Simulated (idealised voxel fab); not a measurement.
process module | voxel capacitor over wiring
cross-section cut | 300 nm wide | cells 5 nm
A cross-section is a grid of square cells, given in bands from the top down. A band is one or more rows of cells.
Each band's line starts with the height of the band's top and of its bottom, in nm. Then come its materials from left to right, each with its width in nm. One material with "throughout" fills the band from edge to edge. "air" is empty space.
Height 0 is the level under which the wafer as received is all one material. The lowest band goes on downwards, as in "0 down".
A width such as "30 to 40" changes by the same amount from each row of cells to the next, from the band's top row to its bottom row.
"no change" after a step means that no cell of the cross-section changed.
closed voids: empty space of 8 cells or more with no open way to the top, each as width x height at its distance from the left edge, in nm
after a step's settings: what the simulator itself notes on the step
overlay nm, on a step with a mask: how far to the right of its planned place the mask lay; to the left if negative
plan
1 op RECEIVE | material Si
2 op CONFORMAL_DEP | material SiO2 | thk nm 15
3 op CONFORMAL_DEP | material SiN | thk nm 5
4 op DIRECTIONAL_DEP | material SiO2 | thk nm 15
5 op PATTERN | tone open | mask id METAL_1 | material resist | width nm 25 | pitch nm 85 | thk nm 20 | overlay nm 0
6 op DIRECTIONAL_ETCH | etch materials SiO2 | depth nm 15
7 op DIRECTIONAL_ETCH | etch materials SiN | depth nm 5
8 op STRIP | etch materials resist
9 op CONFORMAL_DEP | material TiN | thk nm 5
10 op FILL_DEP | material Cu | thk nm 5
11 op CMP | height nm 35
12 op EPI | material Ru | thk nm 5
13 op FILL_DEP | material SiCN | thk nm 5
14 op DIRECTIONAL_DEP | material SiO2 | thk nm 20
15 op PATTERN | tone open | mask id PLUG_1 | material resist | width nm 15 | thk nm 15 | overlay nm 0
16 op DIRECTIONAL_ETCH | etch materials SiO2 | depth nm 20
17 op DIRECTIONAL_ETCH | etch materials SiCN | depth nm 5
18 op STRIP | etch materials resist
19 op CONFORMAL_DEP | material TiN | thk nm 5
20 op FILL_DEP | material W | thk nm 5
21 op CMP | height nm 65
22 op DIRECTIONAL_DEP | material TiN | thk nm 5
23 op DIRECTIONAL_DEP | material SiN | thk nm 5
24 op DIRECTIONAL_DEP | material TiN | thk nm 5
25 op DIRECTIONAL_DEP | material aC | thk nm 15
26 op PATTERN | tone cover | mask id UPPER_PLATE | material resist | width nm 65 | thk nm 35 | overlay nm 0
27 op DIRECTIONAL_ETCH | etch materials aC | depth nm 15
28 op STRIP | etch materials resist
29 op DIRECTIONAL_ETCH | etch materials TiN | depth nm 5
30 op DIRECTIONAL_ETCH | etch materials SiN | depth nm 5
31 op STRIP | etch materials aC
32 op MASKED_ETCH | tone cover | mask id LOWER_PLATE | width nm 75 | etch materials TiN | depth nm 5 | overlay nm 0
33 op FILL_DEP | material SiO2 | thk nm 20
34 op CMP | height nm 95
35 op PATTERN | tone open | mask id PLUG_2 | material resist | width nm 15 | thk nm 20 | overlay nm 0
36 op DIRECTIONAL_ETCH | etch materials SiO2 | depth nm 15
37 op STRIP | etch materials resist
38 op CONFORMAL_DEP | material TiN | thk nm 5
39 op FILL_DEP | material W | thk nm 5
40 op CMP | height nm 95
41 op CONFORMAL_DEP | material SiN | thk nm 5
first wafer, as planned
as received, after step 1
  0 down: Si throughout
  closed voids: none
after step 2
  15 to 0: SiO2 throughout
  below 0: unchanged
after step 3
  20 to 15: SiN throughout
  below 15: unchanged
after step 4
  35 to 20: SiO2 throughout
  below 20: unchanged
after step 5
  55 to 35: resist 95 | air 25 | resist 60 | air 25 | resist 95
  below 35: unchanged
after step 6
  55 to 35: resist 95 | air 25 | resist 60 | air 25 | resist 95
  35 to 20: SiO2 95 | air 25 | SiO2 60 | air 25 | SiO2 95
  below 20: unchanged
after step 7
  55 to 35: resist 95 | air 25 | resist 60 | air 25 | resist 95
  35 to 20: SiO2 95 | air 25 | SiO2 60 | air 25 | SiO2 95
  20 to 15: SiN 95 | air 25 | SiN 60 | air 25 | SiN 95
  below 15: unchanged
after step 8
  35 to 20: SiO2 95 | air 25 | SiO2 60 | air 25 | SiO2 95
  below 20: unchanged
after step 9
  40 to 35: TiN 100 | air 15 | TiN 70 | air 15 | TiN 100
  35 to 20: SiO2 95 | TiN 5 | air 15 | TiN 5 | SiO2 60 | TiN 5 | air 15 | TiN 5 | SiO2 95
  20 to 15: SiN 95 | TiN 25 | SiN 60 | TiN 25 | SiN 95
  below 15: unchanged
after step 10
  45 to 40: Cu throughout
  40 to 35: TiN 100 | Cu 15 | TiN 70 | Cu 15 | TiN 100
  35 to 20: SiO2 95 | TiN 5 | Cu 15 | TiN 5 | SiO2 60 | TiN 5 | Cu 15 | TiN 5 | SiO2 95
  below 20: unchanged
after step 11
  35 to 20: SiO2 95 | TiN 5 | Cu 15 | TiN 5 | SiO2 60 | TiN 5 | Cu 15 | TiN 5 | SiO2 95
  below 20: unchanged
after step 12
  40 to 35: air 90 | Ru 35 | air 50 | Ru 35 | air 90
  below 35: unchanged
after step 13
  45 to 40: SiCN throughout
  40 to 35: SiCN 90 | Ru 35 | SiCN 50 | Ru 35 | SiCN 90
  below 35: unchanged
after step 14
  65 to 45: SiO2 throughout
  below 45: unchanged
after step 15
  80 to 65: resist 105 | air 15 | resist 180
  below 65: unchanged
after step 16
  80 to 65: resist 105 | air 15 | resist 180
  65 to 45: SiO2 105 | air 15 | SiO2 180
  below 45: unchanged
after step 17
  80 to 65: resist 105 | air 15 | resist 180
  65 to 45: SiO2 105 | air 15 | SiO2 180
  45 to 40: SiCN 105 | air 15 | SiCN 180
  below 40: unchanged
after step 18
  65 to 45: SiO2 105 | air 15 | SiO2 180
  below 45: unchanged
after step 19
  70 to 65: TiN 110 | air 5 | TiN 185
  65 to 45: SiO2 105 | TiN 5 | air 5 | TiN 5 | SiO2 180
  45 to 40: SiCN 105 | TiN 15 | SiCN 180
  below 40: unchanged
after step 20
  75 to 70: W throughout
  70 to 65: TiN 110 | W 5 | TiN 185
  65 to 45: SiO2 105 | TiN 5 | W 5 | TiN 5 | SiO2 180
  below 45: unchanged
after step 21
  65 to 45: SiO2 105 | TiN 5 | W 5 | TiN 5 | SiO2 180
  below 45: unchanged
after step 22
  70 to 65: TiN throughout
  below 65: unchanged
after step 23
  75 to 70: SiN throughout
  below 70: unchanged
after step 24
  80 to 75: TiN throughout
  below 75: unchanged
after step 25
  95 to 80: aC throughout
  below 80: unchanged
after step 26
  130 to 95: air 105 | resist 65 | air 130
  below 95: unchanged
after step 27
  115 to 95: air 105 | resist 65 | air 130
  95 to 80: air 105 | aC 65 | air 130
  below 80: unchanged
after step 28
  95 to 80: air 105 | aC 65 | air 130
  below 80: unchanged
after step 29
  95 to 80: air 105 | aC 65 | air 130
  80 to 75: air 105 | TiN 65 | air 130
  below 75: unchanged
after step 30
  95 to 80: air 105 | aC 65 | air 130
  80 to 75: air 105 | TiN 65 | air 130
  75 to 70: air 105 | SiN 65 | air 130
  below 70: unchanged
after step 31
  80 to 75: air 105 | TiN 65 | air 130
  below 75: unchanged
after step 32
  80 to 75: air 105 | TiN 65 | air 130
  75 to 70: air 105 | SiN 65 | air 130
  70 to 65: air 100 | TiN 75 | air 125
  below 65: unchanged
after step 33
  100 to 80: SiO2 throughout
  80 to 75: SiO2 105 | TiN 65 | SiO2 130
  75 to 70: SiO2 105 | SiN 65 | SiO2 130
  70 to 65: SiO2 100 | TiN 75 | SiO2 125
  below 65: unchanged
after step 34
  95 to 80: SiO2 throughout
  below 80: unchanged
after step 35
  115 to 95: resist 115 | air 15 | resist 170
  below 95: unchanged
after step 36
  115 to 95: resist 115 | air 15 | resist 170
  95 to 80: SiO2 115 | air 15 | SiO2 170
  below 80: unchanged
after step 37
  95 to 80: SiO2 115 | air 15 | SiO2 170
  below 80: unchanged
after step 38
  100 to 95: TiN 120 | air 5 | TiN 175
  95 to 85: SiO2 115 | TiN 5 | air 5 | TiN 5 | SiO2 170
  85 to 75: SiO2 115 to 105 | TiN 15 to 65 | SiO2 170 to 130
  below 75: unchanged
after step 39
  105 to 100: W throughout
  100 to 95: TiN 120 | W 5 | TiN 175
  95 to 85: SiO2 115 | TiN 5 | W 5 | TiN 5 | SiO2 170
  below 85: unchanged
after step 40
  95 to 85: SiO2 115 | TiN 5 | W 5 | TiN 5 | SiO2 170
  below 85: unchanged
after step 41
  100 to 95: SiN throughout
  below 95: unchanged
second wafer: like start, like plan, one mistake. Through step 14 it matches the first wafer
when step 15 should have ended
  80 to 65: resist 115 | air 15 | resist 170
  below 65: unchanged
when step 16 should have ended
  80 to 65: resist 115 | air 15 | resist 170
  65 to 45: SiO2 115 | air 15 | SiO2 170
  below 45: unchanged
when step 17 should have ended
  80 to 65: resist 115 | air 15 | resist 170
  65 to 45: SiO2 115 | air 15 | SiO2 170
  45 to 40: SiCN 115 | air 15 | SiCN 170
  below 40: unchanged
when step 18 should have ended
  65 to 45: SiO2 115 | air 15 | SiO2 170
  below 45: unchanged
when step 19 should have ended
  70 to 65: TiN 120 | air 5 | TiN 175
  65 to 45: SiO2 115 | TiN 5 | air 5 | TiN 5 | SiO2 170
  45 to 40: SiCN 115 | TiN 15 | SiCN 170
  below 40: unchanged
when step 20 should have ended
  75 to 70: W throughout
  70 to 65: TiN 120 | W 5 | TiN 175
  65 to 45: SiO2 115 | TiN 5 | W 5 | TiN 5 | SiO2 170
  below 45: unchanged
when step 21 should have ended
  65 to 45: SiO2 115 | TiN 5 | W 5 | TiN 5 | SiO2 170
  below 45: unchanged
when step 22 should have ended
  70 to 65: TiN throughout
  below 65: unchanged
when step 23 should have ended
  75 to 70: SiN throughout
  below 70: unchanged
when step 24 should have ended
  80 to 75: TiN throughout
  below 75: unchanged
when step 25 should have ended
  95 to 80: aC throughout
  below 80: unchanged
when step 26 should have ended
  130 to 95: air 105 | resist 65 | air 130
  below 95: unchanged
when step 27 should have ended
  115 to 95: air 105 | resist 65 | air 130
  95 to 80: air 105 | aC 65 | air 130
  below 80: unchanged
when step 28 should have ended
  95 to 80: air 105 | aC 65 | air 130
  below 80: unchanged
when step 29 should have ended
  95 to 80: air 105 | aC 65 | air 130
  80 to 75: air 105 | TiN 65 | air 130
  below 75: unchanged
when step 30 should have ended
  95 to 80: air 105 | aC 65 | air 130
  80 to 75: air 105 | TiN 65 | air 130
  75 to 70: air 105 | SiN 65 | air 130
  below 70: unchanged
when step 31 should have ended
  80 to 75: air 105 | TiN 65 | air 130
  below 75: unchanged
when step 32 should have ended
  80 to 75: air 105 | TiN 65 | air 130
  75 to 70: air 105 | SiN 65 | air 130
  70 to 65: air 100 | TiN 75 | air 125
  below 65: unchanged
when step 33 should have ended
  100 to 80: SiO2 throughout
  80 to 75: SiO2 105 | TiN 65 | SiO2 130
  75 to 70: SiO2 105 | SiN 65 | SiO2 130
  70 to 65: SiO2 100 | TiN 75 | SiO2 125
  below 65: unchanged
when step 34 should have ended
  95 to 80: SiO2 throughout
  below 80: unchanged
when step 35 should have ended
  115 to 95: resist 115 | air 15 | resist 170
  below 95: unchanged
when step 36 should have ended
  115 to 95: resist 115 | air 15 | resist 170
  95 to 80: SiO2 115 | air 15 | SiO2 170
  below 80: unchanged
when step 37 should have ended
  95 to 80: SiO2 115 | air 15 | SiO2 170
  below 80: unchanged
when step 38 should have ended
  100 to 95: TiN 120 | air 5 | TiN 175
  95 to 85: SiO2 115 | TiN 5 | air 5 | TiN 5 | SiO2 170
  85 to 75: SiO2 115 to 105 | TiN 15 to 65 | SiO2 170 to 130
  below 75: unchanged
when step 39 should have ended
  105 to 100: W throughout
  100 to 95: TiN 120 | W 5 | TiN 175
  95 to 85: SiO2 115 | TiN 5 | W 5 | TiN 5 | SiO2 170
  below 85: unchanged
when step 40 should have ended
  95 to 85: SiO2 115 | TiN 5 | W 5 | TiN 5 | SiO2 170
  below 85: unchanged
when step 41 should have ended
  100 to 95: SiN throughout
  below 95: unchanged
what went wrong: step 15 ran as: op PATTERN | tone open | mask id PLUG_1 | material resist | width nm 15 | thk nm 15 | overlay nm 10
at the end the second wafer has, in cells: as many of each material as the first, in other places
